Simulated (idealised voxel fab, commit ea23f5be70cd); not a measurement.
The process module presented herein is designated voxel capacitor over wiring.
It is cross-section cut that appears here, measuring 165 nm in width, its square cells being 5 nm in size.
A cross-section is written here as square cells arranged in a grid, and it is given in bands from the top down, each band taking up one or more rows of cells.
First you get the band's top height and its bottom height, in nm, and then the materials it's made of, left to right, with each width in nm. If you see a single material with "edge to edge", that one covers the band edge to edge. "blank" is empty space.
Basically, 0 is our baseline, since under it the wafer straight out of the box is all one material. The bottom band has no lower end and keeps on going down, so it looks like "from 0 down".
It should be noted that a width expressed as "30..40" varies in equal increments from row to row of cells within the band, taking the value of the first number at the top row and that of the second number at the bottom row.
Where the words "remained the same" appear for a step, the cross-section shows no cell changed by that step; every cell remained as before.
The entry titled "closed voids" provides the empty spaces that have no open way to the top, restricted to those of 8 cells or more. Each is presented as width x height at distance, the distance being measured from the left edge, with all three in nm.
Whatever follows a step's settings on its line is a remark the simulator itself makes about that step.
"overlay nm", when on a step's line for a step with a mask, measures how far to the right of its planned place the mask lay; a negative measure means to the left.
Below you will find pairs of cross-sections. In each, one shows the wafer before one process step and the other after it, with the after view ending at the lowest band that changed. Under each pair is the step separating them, along with its settings. Do not assume the pairs form a chain: they can come from different runs of this module on the same starting wafer, and a pair continues from the pair above it only when its "Pre-step condition" entry says so.
-- Pre-step condition
* from 0 down: Si edge to edge
* closed voids: none
-- Step Result
* from 15 to 0: SiO2 edge to edge
* Under the height 0 nothing was changed.
* closed voids: none
What sits between those two cross-sections? CONFORMAL_DEP, material SiO2, thk nm 15
Pre-step condition: The structure entering this step is exactly what the pair just above shows after its step.
-- Step Result
* from 20 to 15: SiN edge to edge
* Under the height 15 nothing was changed.
* closed voids: none
What sits between those two cross-sections? CONFORMAL_DEP, material SiN, thk nm 5
Pre-step condition: The structure entering this step is exactly what the pair just above shows after its step.
-- Step Result
* from 45 to 20: SiO2 edge to edge
* Under the height 20 nothing was changed.
* closed voids: none
What sits between those two cross-sections? DIRECTIONAL_DEP, material SiO2, thk nm 25
Pre-step condition: The structure entering this step is exactly what the pair just above shows after its step.
-- Step Result
* from 65 to 45: resist=35, then blank=20, then resist=55, then blank=20, then resist=35
* Under the height 45 nothing was changed.
* closed voids: none
What sits between those two cross-sections? PATTERN, tone open, mask id METAL_1, material resist, width nm 20, pitch nm 75, thk nm 20, overlay nm 0
Pre-step condition: The structure entering this step is exactly what the pair just above shows after its step.
-- Step Result
* from 65 to 45: resist=35, then blank=20, then resist=55, then blank=20, then resist=35
* from 45 to 20: SiO2=35, then blank=20, then SiO2=55, then blank=20, then SiO2=35
* Under the height 20 nothing was changed.
* closed voids: none
What sits between those two cross-sections? DIRECTIONAL_ETCH, etch materials SiO2, depth nm 25
Pre-step condition: The structure entering this step is exactly what the pair just above shows after its step.
-- Step Result
* from 65 to 45: resist=35, then blank=20, then resist=55, then blank=20, then resist=35
* from 45 to 20: SiO2=35, then blank=20, then SiO2=55, then blank=20, then SiO2=35
* from 20 to 15: SiN=35, then blank=20, then SiN=55, then blank=20, then SiN=35
* Under the height 15 nothing was changed.
* closed voids: none
What sits between those two cross-sections? DIRECTIONAL_ETCH, etch materials SiN, depth nm 5
Pre-step condition: The structure entering this step is exactly what the pair just above shows after its step.
-- Step Result
* from 45 to 20: SiO2=35, then blank=20, then SiO2=55, then blank=20, then SiO2=35
* Under the height 20 nothing was changed.
* closed voids: none
What sits between those two cross-sections? STRIP, etch materials resist
Pre-step condition: The structure entering this step is exactly what the pair just above shows after its step.
-- Step Result
* from 50 to 45: TiN=40, then blank=10, then TiN=65, then blank=10, then TiN=40
* from 45 to 20: SiO2=35, then TiN=5, then blank=10, then TiN=5, then SiO2=55, then TiN=5, then blank=10, then TiN=5, then SiO2=35
* from 20 to 15: SiN=35, then TiN=20, then SiN=55, then TiN=20, then SiN=35
* Under the height 15 nothing was changed.
* closed voids: none
What sits between those two cross-sections? CONFORMAL_DEP, material TiN, thk nm 5
Pre-step condition: The structure entering this step is exactly what the pair just above shows after its step.
-- Step Result
* from 55 to 50: Ru edge to edge
* from 50 to 45: TiN=40, then Ru=10, then TiN=65, then Ru=10, then TiN=40
* from 45 to 20: SiO2=35, then TiN=5, then Ru=10, then TiN=5, then SiO2=55, then TiN=5, then Ru=10, then TiN=5, then SiO2=35
* Under the height 20 nothing was changed.
* closed voids: none
What sits between those two cross-sections? FILL_DEP, material Ru, thk nm 5
Pre-step condition: The structure entering this step is exactly what the pair just above shows after its step.
-- Step Result
* from 45 to 20: SiO2=35, then TiN=5, then Ru=10, then TiN=5, then SiO2=55, then TiN=5, then Ru=10, then TiN=5, then SiO2=35
* Under the height 20 nothing was changed.
* closed voids: none
What sits between those two cross-sections? CMP, height nm 45
Pre-step condition: The structure entering this step is exactly what the pair just above shows after its step.
-- Step Result
* from 50 to 45: blank=30, then Ru=30, then blank=45, then Ru=30, then blank=30
* Under the height 45 nothing was changed.
* closed voids: none
What sits between those two cross-sections? EPI, material Ru, thk nm 5
Pre-step condition: The structure entering this step is exactly what the pair just above shows after its step.
-- Step Result
* from 55 to 50: SiCN edge to edge
* from 50 to 45: SiCN=30, then Ru=30, then SiCN=45, then Ru=30, then SiCN=30
* Under the height 45 nothing was changed.
* closed voids: none
What sits between those two cross-sections? FILL_DEP, material SiCN, thk nm 5
Pre-step condition: The structure entering this step is exactly what the pair just above shows after its step.
-- Step Result
* from 75 to 55: SiO2 edge to edge
* Under the height 55 nothing was changed.
* closed voids: none
What sits between those two cross-sections? DIRECTIONAL_DEP, material SiO2, thk nm 20
Pre-step condition: The structure entering this step is exactly what the pair just above shows after its step.
-- Step Result
* from 75 to 55: SiO2=40, then blank=15, then SiO2=110
* Under the height 55 nothing was changed.
* closed voids: none
What sits between those two cross-sections? MASKED_ETCH, tone open, mask id PLUG_1, width nm 15, etch materials SiO2, depth nm 20, overlay nm 0
Pre-step condition: The structure entering this step is exactly what the pair just above shows after its step.
-- Step Result
* from 75 to 55: SiO2=40, then blank=15, then SiO2=110
* from 55 to 50: SiCN=40, then blank=15, then SiCN=110
* Under the height 50 nothing was changed.
* closed voids: none
What sits between those two cross-sections? MASKED_ETCH, tone open, mask id PLUG_1, width nm 15, etch materials SiCN, depth nm 5, overlay nm 0
Pre-step condition: The structure entering this step is exactly what the pair just above shows after its step.
-- Step Result
* from 75 to 60: SiO2=40, then blank=15, then SiO2=110
* from 60 to 55: SiO2=40, then Ru=15, then SiO2=110
* from 55 to 50: SiCN=40, then Ru=15, then SiCN=110
* Under the height 50 nothing was changed.
* closed voids: none
What sits between those two cross-sections? EPI, material Ru, thk nm 10
Pre-step condition: The structure entering this step is exactly what the pair just above shows after its step.
-- Step Result
* from 75 to 70: SiO2=40, then blank=15, then SiO2=110
* from 70 to 55: SiO2=40, then Ru=15, then SiO2=110
* Under the height 55 nothing was changed.
* closed voids: none
What sits between those two cross-sections? EPI, material Ru, thk nm 10
Pre-step condition: The structure entering this step is exactly what the pair just above shows after its step.
-- Step Result
* from 75 to 55: SiO2=40, then Ru=15, then SiO2=110
* Under the height 55 nothing was changed.
* closed voids: none
What sits between those two cross-sections? EPI, material Ru, thk nm 5
Pre-step condition: The structure entering this step is exactly what the pair just above shows after its step.
-- Step Result
* from 80 to 75: TiN edge to edge
* Under the height 75 nothing was changed.
* closed voids: none
What sits between those two cross-sections? DIRECTIONAL_DEP, material TiN, thk nm 5
Pre-step condition: The structure entering this step is exactly what the pair just above shows after its step.
-- Step Result
* from 85 to 80: SiN edge to edge
* Under the height 80 nothing was changed.
* closed voids: none
What sits between those two cross-sections? DIRECTIONAL_DEP, material SiN, thk nm 5
Pre-step condition: The structure entering this step is exactly what the pair just above shows after its step.
-- Step Result
* from 90 to 85: TiN edge to edge
* Under the height 85 nothing was changed.
* closed voids: none
What sits between those two cross-sections? DIRECTIONAL_DEP, material TiN, thk nm 5
Pre-step condition: The structure entering this step is exactly what the pair just above shows after its step.
-- Step Result
* from 105 to 90: aC edge to edge
* Under the height 90 nothing was changed.
* closed voids: none
What sits between those two cross-sections? DIRECTIONAL_DEP, material aC, thk nm 15
Pre-step condition: The structure entering this step is exactly what the pair just above shows after its step.
-- Step Result
* from 135 to 105: blank=40, then resist=60, then blank=65
* Under the height 105 nothing was changed.
* closed voids: none
What sits between those two cross-sections? PATTERN, tone cover, mask id UPPER_PLATE, material resist, width nm 60, thk nm 30, overlay nm 0
Pre-step condition: The structure entering this step is exactly what the pair just above shows after its step.
-- Step Result
* from 120 to 105: blank=40, then resist=60, then blank=65
* from 105 to 90: blank=40, then aC=60, then blank=65
* Under the height 90 nothing was changed.
* closed voids: none
What sits between those two cross-sections? DIRECTIONAL_ETCH, etch materials aC, depth nm 15
Pre-step condition: The structure entering this step is exactly what the pair just above shows after its step.
-- Step Result
* from 105 to 90: blank=40, then aC=60, then blank=65
* Under the height 90 nothing was changed.
* closed voids: none
What sits between those two cross-sections? STRIP, etch materials resist
Pre-step condition: The structure entering this step is exactly what the pair just above shows after its step.
-- Step Result
* from 105 to 90: blank=40, then aC=60, then blank=65
* from 90 to 85: blank=40, then TiN=60, then blank=65
* Under the height 85 nothing was changed.
* closed voids: none
What sits between those two cross-sections? DIRECTIONAL_ETCH, etch materials TiN, depth nm 5
Pre-step condition: The structure entering this step is exactly what the pair just above shows after its step.
-- Step Result
* from 105 to 90: blank=40, then aC=60, then blank=65
* from 90 to 85: blank=40, then TiN=60, then blank=65
* from 85 to 80: blank=40, then SiN=60, then blank=65
* Under the height 80 nothing was changed.
* closed voids: none
What sits between those two cross-sections? DIRECTIONAL_ETCH, etch materials SiN, depth nm 5
Pre-step condition: The structure entering this step is exactly what the pair just above shows after its step.
-- Step Result
* from 90 to 85: blank=40, then TiN=60, then blank=65
* Under the height 85 nothing was changed.
* closed voids: none
What sits between those two cross-sections? STRIP, etch materials aC
Pre-step condition: The structure entering this step is exactly what the pair just above shows after its step.
-- Step Result
* from 90 to 85: blank=40, then TiN=60, then blank=65
* from 85 to 80: blank=40, then SiN=60, then blank=65
* from 80 to 75: blank=35, then TiN=70, then blank=60
* Under the height 75 nothing was changed.
* closed voids: none
What sits between those two cross-sections? MASKED_ETCH, tone cover, mask id LOWER_PLATE, width nm 70, etch materials TiN, depth nm 5, overlay nm 0
Pre-step condition: The structure entering this step is exactly what the pair just above shows after its step.
-- Step Result
* from 110 to 90: SiO2 edge to edge
* from 90 to 85: SiO2=40, then TiN=60, then SiO2=65
* from 85 to 80: SiO2=40, then SiN=60, then SiO2=65
* from 80 to 75: SiO2=35, then TiN=70, then SiO2=60
* Under the height 75 nothing was changed.
* closed voids: none
What sits between those two cross-sections? FILL_DEP, material SiO2, thk nm 20
Pre-step condition: The structure entering this step is exactly what the pair just above shows after its step.
-- Step Result
* from 105 to 90: SiO2 edge to edge
* Under the height 90 nothing was changed.
* closed voids: none
What sits between those two cross-sections? CMP, height nm 105
Pre-step condition: The structure entering this step is exactly what the pair just above shows after its step.
-- Step Result
* from 120 to 105: aC edge to edge
* Under the height 105 nothing was changed.
* closed voids: none
What sits between those two cross-sections? DIRECTIONAL_DEP, material aC, thk nm 15
Pre-step condition: The structure entering this step is exactly what the pair just above shows after its step.
-- Step Result
* from 155 to 120: resist=50, then blank=15, then resist=100
* Under the height 120 nothing was changed.
* closed voids: none
What sits between those two cross-sections? PATTERN, tone open, mask id PLUG_2, material resist, width nm 15, thk nm 35, overlay nm 0
Pre-step condition: The structure entering this step is exactly what the pair just above shows after its step.
-- Step Result
* from 140 to 120: resist=50, then blank=15, then resist=100
* from 120 to 105: aC=50, then blank=15, then aC=100
* Under the height 105 nothing was changed.
* closed voids: none
What sits between those two cross-sections? DIRECTIONAL_ETCH, etch materials aC, depth nm 15
Pre-step condition: The structure entering this step is exactly what the pair just above shows after its step.
-- Step Result
* from 120 to 105: aC=50, then blank=15, then aC=100
* Under the height 105 nothing was changed.
* closed voids: none
What sits between those two cross-sections? STRIP, etch materials resist
Pre-step condition: The structure entering this step is exactly what the pair just above shows after its step.
-- Step Result
* from 120 to 105: aC=50, then blank=15, then aC=100
* from 105 to 90: SiO2=50, then blank=15, then SiO2=100
* Under the height 90 nothing was changed.
* closed voids: none
What sits between those two cross-sections? DIRECTIONAL_ETCH, etch materials SiO2, depth nm 15
Pre-step condition: The structure entering this step is exactly what the pair just above shows after its step.
-- Step Result
* from 105 to 90: SiO2=50, then blank=15, then SiO2=100
* Under the height 90 nothing was changed.
* closed voids: none
What sits between those two cross-sections? STRIP, etch materials aC
Pre-step condition: The structure entering this step is exactly what the pair just above shows after its step.
-- Step Result
* from 110 to 105: TiN=55, then blank=5, then TiN=105
* from 105 to 95: SiO2=50, then TiN=5, then blank=5, then TiN=5, then SiO2=100
* from 95 to 85: SiO2=50..40, then TiN=15..60, then SiO2=100..65
* Under the height 85 nothing was changed.
* closed voids: none
What sits between those two cross-sections? CONFORMAL_DEP, material TiN, thk nm 5
Pre-step condition: The structure entering this step is exactly what the pair just above shows after its step.
-- Step Result
* from 115 to 110: Ru edge to edge
* from 110 to 105: TiN=55, then Ru=5, then TiN=105
* from 105 to 95: SiO2=50, then TiN=5, then Ru=5, then TiN=5, then SiO2=100
* Under the height 95 nothing was changed.
* closed voids: none
What sits between those two cross-sections? FILL_DEP, material Ru, thk nm 5
Pre-step condition: The structure entering this step is exactly what the pair just above shows after its step.
-- Step Result
* from 105 to 95: SiO2=50, then TiN=5, then Ru=5, then TiN=5, then SiO2=100
* Under the height 95 nothing was changed.
* closed voids: none
What sits between those two cross-sections? CMP, height nm 105
Pre-step condition: The structure entering this step is exactly what the pair just above shows after its step.
-- Step Result
* from 110 to 105: SiN edge to edge
* Under the height 105 nothing was changed.
* closed voids: none
What sits between those two cross-sections? CONFORMAL_DEP, material SiN, thk nm 5
-- Pre-step condition
* from 50 to 45: blank=30, then Ru=30, then blank=45, then Ru=30, then blank=30
* from 45 to 20: SiO2=35, then TiN=5, then Ru=10, then TiN=5, then SiO2=55, then TiN=5, then Ru=10, then TiN=5, then SiO2=35
* from 20 to 15: SiN=35, then TiN=20, then SiN=55, then TiN=20, then SiN=35
* from 15 to 0: SiO2 edge to edge
* from 0 down: Si edge to edge
* closed voids: none
-- Step Result
* from 70 to 65: blank=30, then SiO2=30, then blank=45, then SiO2=30, then blank=30
* from 65 to 50: SiO2 edge to edge
* from 50 to 45: SiO2=30, then Ru=30, then SiO2=45, then Ru=30, then SiO2=30
* Under the height 45 nothing was changed.
* closed voids: none
What sits between those two cross-sections? DIRECTIONAL_DEP, material SiO2, thk nm 20
Pre-step condition: The structure entering this step is exactly what the pair just above shows after its step.
-- Step Result
* from 70 to 65: blank=30, then SiO2=10, then blank=15, then SiO2=5, then blank=45, then SiO2=30, then blank=30
* from 65 to 50: SiO2=40, then blank=15, then SiO2=110
* Under the height 50 nothing was changed.
* closed voids: none
What sits between those two cross-sections? MASKED_ETCH, tone open, mask id PLUG_1, width nm 15, etch materials SiO2, depth nm 20, overlay nm 0
Pre-step condition: The structure entering this step is exactly what the pair just above shows after its step.
-- Step Result
* from 70 to 65: blank=30, then SiO2=10, then blank=15, then SiO2=5, then blank=45, then SiO2=30, then blank=30
* from 65 to 60: SiO2=40, then blank=15, then SiO2=110
* from 60 to 50: SiO2=40, then Ru=15, then SiO2=110
* Under the height 50 nothing was changed.
* closed voids: none
What sits between those two cross-sections? EPI, material Ru, thk nm 10
Pre-step condition: The structure entering this step is exactly what the pair just above shows after its step.
-- Step Result
* from 70 to 65: blank=30, then SiO2=10, then Ru=15, then SiO2=5, then blank=45, then SiO2=30, then blank=30
* from 65 to 50: SiO2=40, then Ru=15, then SiO2=110
* Under the height 50 nothing was changed.
* closed voids: none
What sits between those two cross-sections? EPI, material Ru, thk nm 10
Pre-step condition: The structure entering this step is exactly what the pair just above shows after its step.
-- Step Result
* from 75 to 70: blank=35, then Ru=25, then blank=105
* Under the height 70 nothing was changed.
* closed voids: none
What sits between those two cross-sections? EPI, material Ru, thk nm 5
Pre-step condition: The structure entering this step is exactly what the pair just above shows after its step.
-- Step Result
* from 80 to 75: blank=35, then TiN=25, then blank=105
* from 75 to 70: blank=30, then TiN=5, then Ru=25, then blank=45, then TiN=30, then blank=30
* from 70 to 65: TiN=30, then SiO2=10, then Ru=15, then SiO2=5, then TiN=45, then SiO2=30, then TiN=30
* Under the height 65 nothing was changed.
* closed voids: none
What sits between those two cross-sections? DIRECTIONAL_DEP, material TiN, thk nm 5
Pre-step condition: The structure entering this step is exactly what the pair just above shows after its step.
-- Step Result
* from 85 to 80: blank=35, then SiN=25, then blank=105
* from 80 to 75: blank=30, then SiN=5, then TiN=25, then blank=45, then SiN=30, then blank=30
* from 75 to 70: SiN=30, then TiN=5, then Ru=25, then SiN=45, then TiN=30, then SiN=30
* Under the height 70 nothing was changed.
* closed voids: none
What sits between those two cross-sections? DIRECTIONAL_DEP, material SiN, thk nm 5
Pre-step condition: The structure entering this step is exactly what the pair just above shows after its step.
-- Step Result
* from 90 to 85: blank=35, then TiN=25, then blank=105
* from 85 to 80: blank=30, then TiN=5, then SiN=25, then blank=45, then TiN=30, then blank=30
* from 80 to 75: TiN=30, then SiN=5, then TiN=70, then SiN=30, then TiN=30
* Under the height 75 nothing was changed.
* closed voids: none
What sits between those two cross-sections? DIRECTIONAL_DEP, material TiN, thk nm 5
Pre-step condition: The structure entering this step is exactly what the pair just above shows after its step.
-- Step Result
* from 105 to 100: blank=35, then aC=25, then blank=105
* from 100 to 95: blank=30, then aC=30, then blank=45, then aC=30, then blank=30
* from 95 to 90: aC edge to edge
* from 90 to 85: aC=35, then TiN=25, then aC=105
* from 85 to 80: aC=30, then TiN=5, then SiN=25, then aC=45, then TiN=30, then aC=30
* Under the height 80 nothing was changed.
* closed voids: none
What sits between those two cross-sections? DIRECTIONAL_DEP, material aC, thk nm 15
Pre-step condition: The structure entering this step is exactly what the pair just above shows after its step.
-- Step Result
* from 135 to 105: blank=40, then resist=60, then blank=65
* from 105 to 100: blank=35, then aC=25, then resist=40, then blank=65
* from 100 to 95: blank=30, then aC=30, then resist=40, then blank=5, then aC=30, then blank=30
* Under the height 95 nothing was changed.
* closed voids: none
What sits between those two cross-sections? PATTERN, tone cover, mask id UPPER_PLATE, material resist, width nm 60, thk nm 30, overlay nm 0
Pre-step condition: The structure entering this step is exactly what the pair just above shows after its step.
-- Step Result
* from 120 to 105: blank=40, then resist=60, then blank=65
* from 105 to 95: blank=40, then aC=20, then resist=40, then blank=65
* from 95 to 90: blank=40, then aC=60, then blank=65
* from 90 to 85: blank=35, then TiN=25, then aC=40, then blank=65
* from 85 to 80: blank=30, then TiN=5, then SiN=25, then aC=40, then blank=5, then TiN=30, then blank=30
* Under the height 80 nothing was changed.
* closed voids: none
What sits between those two cross-sections? DIRECTIONAL_ETCH, etch materials aC, depth nm 15
Pre-step condition: The structure entering this step is exactly what the pair just above shows after its step.
-- Step Result
* from 105 to 95: blank=40, then aC=20, then blank=105
* Under the height 95 nothing was changed.
* closed voids: none
What sits between those two cross-sections? STRIP, etch materials resist
Pre-step condition: The structure entering this step is exactly what the pair just above shows after its step.
-- Step Result
* from 105 to 95: blank=40, then aC=20, then blank=105
* from 95 to 90: blank=40, then aC=60, then blank=65
* from 90 to 85: blank=40, then TiN=20, then aC=40, then blank=65
* from 85 to 80: blank=35, then SiN=25, then aC=40, then blank=65
* from 80 to 75: blank=30, then SiN=5, then TiN=65, then blank=5, then SiN=30, then blank=30
* Under the height 75 nothing was changed.
* closed voids: none
What sits between those two cross-sections? DIRECTIONAL_ETCH, etch materials TiN, depth nm 5
Pre-step condition: The structure entering this step is exactly what the pair just above shows after its step.
-- Step Result
* from 105 to 95: blank=40, then aC=20, then blank=105
* from 95 to 90: blank=40, then aC=60, then blank=65
* from 90 to 85: blank=40, then TiN=20, then aC=40, then blank=65
* from 85 to 80: blank=40, then SiN=20, then aC=40, then blank=65
* from 80 to 75: blank=35, then TiN=65, then blank=65
* from 75 to 70: blank=30, then TiN=5, then Ru=25, then SiN=40, then blank=5, then TiN=30, then blank=30
* Under the height 70 nothing was changed.
* closed voids: none
What sits between those two cross-sections? DIRECTIONAL_ETCH, etch materials SiN, depth nm 5
Pre-step condition: The structure entering this step is exactly what the pair just above shows after its step.
-- Step Result
* from 90 to 85: blank=40, then TiN=20, then blank=105
* from 85 to 80: blank=40, then SiN=20, then blank=105
* Under the height 80 nothing was changed.
* closed voids: none
What sits between those two cross-sections? STRIP, etch materials aC
Pre-step condition: The structure entering this step is exactly what the pair just above shows after its step.
-- Step Result
* from 90 to 85: blank=40, then TiN=20, then blank=105
* from 85 to 80: blank=40, then SiN=20, then blank=105
* from 80 to 75: blank=35, then TiN=65, then blank=65
* from 75 to 70: blank=35, then Ru=25, then SiN=40, then blank=65
* from 70 to 65: blank=30, then SiO2=10, then Ru=15, then SiO2=5, then TiN=45, then SiO2=30, then blank=30
* Under the height 65 nothing was changed.
* closed voids: none
What sits between those two cross-sections? MASKED_ETCH, tone cover, mask id LOWER_PLATE, width nm 70, etch materials TiN, depth nm 5, overlay nm 0
Pre-step condition: The structure entering this step is exactly what the pair just above shows after its step.
-- Step Result
* from 110 to 90: SiO2 edge to edge
* from 90 to 85: SiO2=40, then TiN=20, then SiO2=105
* from 85 to 80: SiO2=40, then SiN=20, then SiO2=105
* from 80 to 75: SiO2=35, then TiN=65, then SiO2=65
* from 75 to 70: SiO2=35, then Ru=25, then SiN=40, then SiO2=65
* from 70 to 65: SiO2=40, then Ru=15, then SiO2=5, then TiN=45, then SiO2=60
* Under the height 65 nothing was changed.
* closed voids: none
What sits between those two cross-sections? FILL_DEP, material SiO2, thk nm 20
Pre-step condition: The structure entering this step is exactly what the pair just above shows after its step.
-- Step Result
* from 105 to 90: SiO2 edge to edge
* Under the height 90 nothing was changed.
* closed voids: none
What sits between those two cross-sections? CMP, height nm 105
Pre-step condition: The structure entering this step is exactly what the pair just above shows after its step.
-- Step Result
* from 120 to 105: aC edge to edge
* Under the height 105 nothing was changed.
* closed voids: none
What sits between those two cross-sections? DIRECTIONAL_DEP, material aC, thk nm 15
Pre-step condition: The structure entering this step is exactly what the pair just above shows after its step.
-- Step Result
* from 155 to 120: resist=50, then blank=15, then resist=100
* Under the height 120 nothing was changed.
* closed voids: none
What sits between those two cross-sections? PATTERN, tone open, mask id PLUG_2, material resist, width nm 15, thk nm 35, overlay nm 0
Pre-step condition: The structure entering this step is exactly what the pair just above shows after its step.
-- Step Result
* from 140 to 120: resist=50, then blank=15, then resist=100
* from 120 to 105: aC=50, then blank=15, then aC=100
* Under the height 105 nothing was changed.
* closed voids: none
What sits between those two cross-sections? DIRECTIONAL_ETCH, etch materials aC, depth nm 15
Pre-step condition: The structure entering this step is exactly what the pair just above shows after its step.
-- Step Result
* from 120 to 105: aC=50, then blank=15, then aC=100
* Under the height 105 nothing was changed.
* closed voids: none
What sits between those two cross-sections? STRIP, etch materials resist
Pre-step condition: The structure entering this step is exactly what the pair just above shows after its step.
-- Step Result
* from 120 to 105: aC=50, then blank=15, then aC=100
* from 105 to 90: SiO2=50, then blank=15, then SiO2=100
* Under the height 90 nothing was changed.
* closed voids: none
What sits between those two cross-sections? DIRECTIONAL_ETCH, etch materials SiO2, depth nm 15
Pre-step condition: The structure entering this step is exactly what the pair just above shows after its step.
-- Step Result
* from 105 to 90: SiO2=50, then blank=15, then SiO2=100
* Under the height 90 nothing was changed.
* closed voids: none
What sits between those two cross-sections? STRIP, etch materials aC
Pre-step condition: The structure entering this step is exactly what the pair just above shows after its step.
-- Step Result
* from 110 to 105: TiN=55, then blank=5, then TiN=105
* from 105 to 95: SiO2=50, then TiN=5, then blank=5, then TiN=5, then SiO2=100
* from 95 to 85: SiO2=50..40, then TiN=15..20, then SiO2=100..105
* Under the height 85 nothing was changed.
* closed voids: none
What sits between those two cross-sections? CONFORMAL_DEP, material TiN, thk nm 5
Pre-step condition: The structure entering this step is exactly what the pair just above shows after its step.
-- Step Result
* from 115 to 110: Ru edge to edge
* from 110 to 105: TiN=55, then Ru=5, then TiN=105
* from 105 to 95: SiO2=50, then TiN=5, then Ru=5, then TiN=5, then SiO2=100
* Under the height 95 nothing was changed.
* closed voids: none
What sits between those two cross-sections? FILL_DEP, material Ru, thk nm 5
Pre-step condition: The structure entering this step is exactly what the pair just above shows after its step.
-- Step Result
* from 105 to 95: SiO2=50, then TiN=5, then Ru=5, then TiN=5, then SiO2=100
* Under the height 95 nothing was changed.
* closed voids: none
What sits between those two cross-sections? CMP, height nm 105
Pre-step condition: The structure entering this step is exactly what the pair just above shows after its step.
-- Step Result
* from 110 to 105: SiN edge to edge
* Under the height 105 nothing was changed.
* closed voids: none
What sits between those two cross-sections? CONFORMAL_DEP, material SiN, thk nm 5
-- Pre-step condition
* from 75 to 70: SiO2=40, then blank=15, then SiO2=110
* from 70 to 55: SiO2=40, then Ru=15, then SiO2=110
* from 55 to 50: SiCN=40, then Ru=15, then SiCN=110
* from 50 to 45: SiCN=30, then Ru=30, then SiCN=45, then Ru=30, then SiCN=30
* from 45 to 20: SiO2=35, then TiN=5, then Ru=10, then TiN=5, then SiO2=55, then TiN=5, then Ru=10, then TiN=5, then SiO2=35
* from 20 to 15: SiN=35, then TiN=20, then SiN=55, then TiN=20, then SiN=35
* from 15 to 0: SiO2 edge to edge
* from 0 down: Si edge to edge
* closed voids: none
-- Step Result
* from 80 to 75: blank=35, then Ru=25, then blank=105
* from 75 to 55: SiO2=40, then Ru=15, then SiO2=110
* Under the height 55 nothing was changed.
* closed voids: none
What sits between those two cross-sections? EPI, material Ru, thk nm 10
Pre-step condition: The structure entering this step is exactly what the pair just above shows after its step.
-- Step Result
* from 85 to 75: blank=30, then Ru=35, then blank=100
* Under the height 75 nothing was changed.
* closed voids: none
What sits between those two cross-sections? EPI, material Ru, thk nm 5
Pre-step condition: The structure entering this step is exactly what the pair just above shows after its step.
-- Step Result
* from 90 to 85: blank=30, then TiN=35, then blank=100
* from 85 to 80: blank=30, then Ru=35, then blank=100
* from 80 to 75: TiN=30, then Ru=35, then TiN=100
* Under the height 75 nothing was changed.
* closed voids: none
What sits between those two cross-sections? DIRECTIONAL_DEP, material TiN, thk nm 5
Pre-step condition: The structure entering this step is exactly what the pair just above shows after its step.
-- Step Result
* from 95 to 90: blank=30, then SiN=35, then blank=100
* from 90 to 85: blank=30, then TiN=35, then blank=100
* from 85 to 80: SiN=30, then Ru=35, then SiN=100
* Under the height 80 nothing was changed.
* closed voids: none
What sits between those two cross-sections? DIRECTIONAL_DEP, material SiN, thk nm 5
Pre-step condition: The structure entering this step is exactly what the pair just above shows after its step.
-- Step Result
* from 100 to 95: blank=30, then TiN=35, then blank=100
* from 95 to 90: blank=30, then SiN=35, then blank=100
* from 90 to 85: TiN edge to edge
* Under the height 85 nothing was changed.
* closed voids: none
What sits between those two cross-sections? DIRECTIONAL_DEP, material TiN, thk nm 5
Pre-step condition: The structure entering this step is exactly what the pair just above shows after its step.
-- Step Result
* from 115 to 105: blank=30, then aC=35, then blank=100
* from 105 to 100: aC edge to edge
* from 100 to 95: aC=30, then TiN=35, then aC=100
* from 95 to 90: aC=30, then SiN=35, then aC=100
* Under the height 90 nothing was changed.
* closed voids: none
What sits between those two cross-sections? DIRECTIONAL_DEP, material aC, thk nm 15
Pre-step condition: The structure entering this step is exactly what the pair just above shows after its step.
-- Step Result
* from 145 to 115: blank=40, then resist=60, then blank=65
* from 115 to 105: blank=30, then aC=35, then resist=35, then blank=65
* Under the height 105 nothing was changed.
* closed voids: none
What sits between those two cross-sections? PATTERN, tone cover, mask id UPPER_PLATE, material resist, width nm 60, thk nm 30, overlay nm 0
Pre-step condition: The structure entering this step is exactly what the pair just above shows after its step.
-- Step Result
* from 130 to 115: blank=40, then resist=60, then blank=65
* from 115 to 105: blank=40, then aC=25, then resist=35, then blank=65
* from 105 to 100: blank=40, then aC=60, then blank=65
* from 100 to 95: blank=30, then TiN=35, then aC=35, then blank=65
* from 95 to 90: blank=30, then SiN=35, then aC=35, then blank=65
* Under the height 90 nothing was changed.
* closed voids: none
What sits between those two cross-sections? DIRECTIONAL_ETCH, etch materials aC, depth nm 15
Pre-step condition: The structure entering this step is exactly what the pair just above shows after its step.
-- Step Result
* from 115 to 105: blank=40, then aC=25, then blank=100
* Under the height 105 nothing was changed.
* closed voids: none
What sits between those two cross-sections? STRIP, etch materials resist
Pre-step condition: The structure entering this step is exactly what the pair just above shows after its step.
-- Step Result
* from 115 to 105: blank=40, then aC=25, then blank=100
* from 105 to 100: blank=40, then aC=60, then blank=65
* from 100 to 95: blank=40, then TiN=25, then aC=35, then blank=65
* from 95 to 90: blank=30, then SiN=35, then aC=35, then blank=65
* from 90 to 85: blank=30, then TiN=70, then blank=65
* Under the height 85 nothing was changed.
* closed voids: none
What sits between those two cross-sections? DIRECTIONAL_ETCH, etch materials TiN, depth nm 5
Pre-step condition: The structure entering this step is exactly what the pair just above shows after its step.
-- Step Result
* from 115 to 105: blank=40, then aC=25, then blank=100
* from 105 to 100: blank=40, then aC=60, then blank=65
* from 100 to 95: blank=40, then TiN=25, then aC=35, then blank=65
* from 95 to 90: blank=40, then SiN=25, then aC=35, then blank=65
* from 90 to 85: blank=30, then TiN=70, then blank=65
* from 85 to 80: blank=30, then Ru=35, then SiN=35, then blank=65
* Under the height 80 nothing was changed.
* closed voids: none
What sits between those two cross-sections? DIRECTIONAL_ETCH, etch materials SiN, depth nm 5
Pre-step condition: The structure entering this step is exactly what the pair just above shows after its step.
-- Step Result
* from 100 to 95: blank=40, then TiN=25, then blank=100
* from 95 to 90: blank=40, then SiN=25, then blank=100
* Under the height 90 nothing was changed.
* closed voids: none
What sits between those two cross-sections? STRIP, etch materials aC
Pre-step condition: The structure entering this step is exactly what the pair just above shows after its step.
-- Step Result
* from 100 to 95: blank=40, then TiN=25, then blank=100
* from 95 to 90: blank=40, then SiN=25, then blank=100
* from 90 to 85: blank=35, then TiN=65, then blank=65
* from 85 to 80: blank=30, then Ru=35, then SiN=35, then blank=65
* from 80 to 75: blank=30, then Ru=35, then TiN=40, then blank=60
* Under the height 75 nothing was changed.
* closed voids: none
What sits between those two cross-sections? MASKED_ETCH, tone cover, mask id LOWER_PLATE, width nm 70, etch materials TiN, depth nm 5, overlay nm 0
